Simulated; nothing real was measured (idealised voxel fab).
Proc. module: voxel self aligned contacts
In the cross-section labelled cut, the width is 260 nm and each square cell is 5 nm.
We lay out every cross-section as a grid of square cells and spell it out in bands from the top down, where one band means one or more rows of cells.
Band: top height; bottom height; in nm. Then, left to right: material with width in nm, for each material. "all across": a single material spanning edge to edge. "empty": empty space.
Convention: height 0 is the level below which the wafer, as received, is all one material. The lowest band does not terminate at the bottom but continues downward, represented as "0 -> down".
Top row gets the first number, bottom row gets the second, and each row in between changes by the same step: that is how a band width like "30->40" works.
It should be understood that the words "no change", when stated for a given step, signify that the cross-section underwent no change in any of its cells during that step.
Reported under the label "Sealed void listing" are the empty spaces having no open way to the top and comprising 8 cells or more; the notation for each is width x height at distance, in which the distance is measured from the left edge and all three values are in nm.
Post-settings text on a step line: simulator's own remark regarding the step.
overlay nm: right-of-plan distance of the mask on a masked step; negative values mean left-of-plan.

List of planned process steps
| 1 | RECEIVE with material Si |
| 2 | CONFORMAL_DEP with material SiO2, thk nm 5 |
| 3 | DIRECTIONAL_DEP with material polySi, thk nm 25 |
| 4 | DIRECTIONAL_DEP with material SiN, thk nm 20 |
| 5 | DIRECTIONAL_DEP with material aC, thk nm 10 |
| 6 | PATTERN with tone cover, mask id GATE, material resist, width nm 25, pitch nm 70, thk nm 25, overlay nm 0 |
| 7 | DIRECTIONAL_ETCH with etch materials aC, depth nm 10 |
| 8 | STRIP with etch materials resist |
| 9 | DIRECTIONAL_ETCH with etch materials SiN, depth nm 20 |
| 10 | DIRECTIONAL_ETCH with etch materials polySi, depth nm 25 |
| 11 | STRIP with etch materials aC |
| 12 | CONFORMAL_DEP with material SiN, thk nm 10 |
| 13 | DIRECTIONAL_ETCH with etch materials SiN, depth nm 10 |
| 14 | FILL_DEP with material SiO2, thk nm 15 |
| 15 | CMP with height nm 55 |
| 16 | MASKED_ETCH with tone open, mask id CONTACT, width nm 55, etch materials SiO2, depth nm 55, overlay nm -15 |
| 17 | CONFORMAL_DEP with material TiN, thk nm 5 |
| 18 | FILL_DEP with material W, thk nm 5 |
| 19 | CMP with height nm 55 |
| 20 | CONFORMAL_DEP with material SiCN, thk nm 5 |
For this document, wafers share an identical start and vary in the step 16 overlay nm; the plan quotes the first wafer's value.

Incoming state of the first of several wafers in cross-section: after step 1
- 0 -> down | Si all across
- Sealed void listing: none

Note: the following table is arranged by wafer, a row apiece. Each row reports the end-of-module state: per material, cells gained (+) or cells lost (-) compared with the wafer as received; closed voids follow
overlay nm -15, +52 SiCN, +112 SiN, +349 SiO2, +31 TiN, +30 W, +50 polySi, Sealed void listing: none
overlay nm -10, +52 SiCN, +112 SiN, +349 SiO2, +31 TiN, +30 W, +50 polySi, Sealed void listing: none
overlay nm -5, +52 SiCN, +112 SiN, +349 SiO2, +31 TiN, +30 W, +50 polySi, Sealed void listing: none
overlay nm 0, +52 SiCN, +112 SiN, +349 SiO2, +31 TiN, +30 W, +50 polySi, Sealed void listing: none
overlay nm 5, +52 SiCN, +112 SiN, +349 SiO2, +31 TiN, +30 W, +50 polySi, Sealed void listing: none
overlay nm 10, +52 SiCN, +112 SiN, +349 SiO2, +31 TiN, +30 W, +50 polySi, Sealed void listing: none
overlay nm 15, +52 SiCN, +112 SiN, +349 SiO2, +31 TiN, +30 W, +50 polySi, Sealed void listing: none
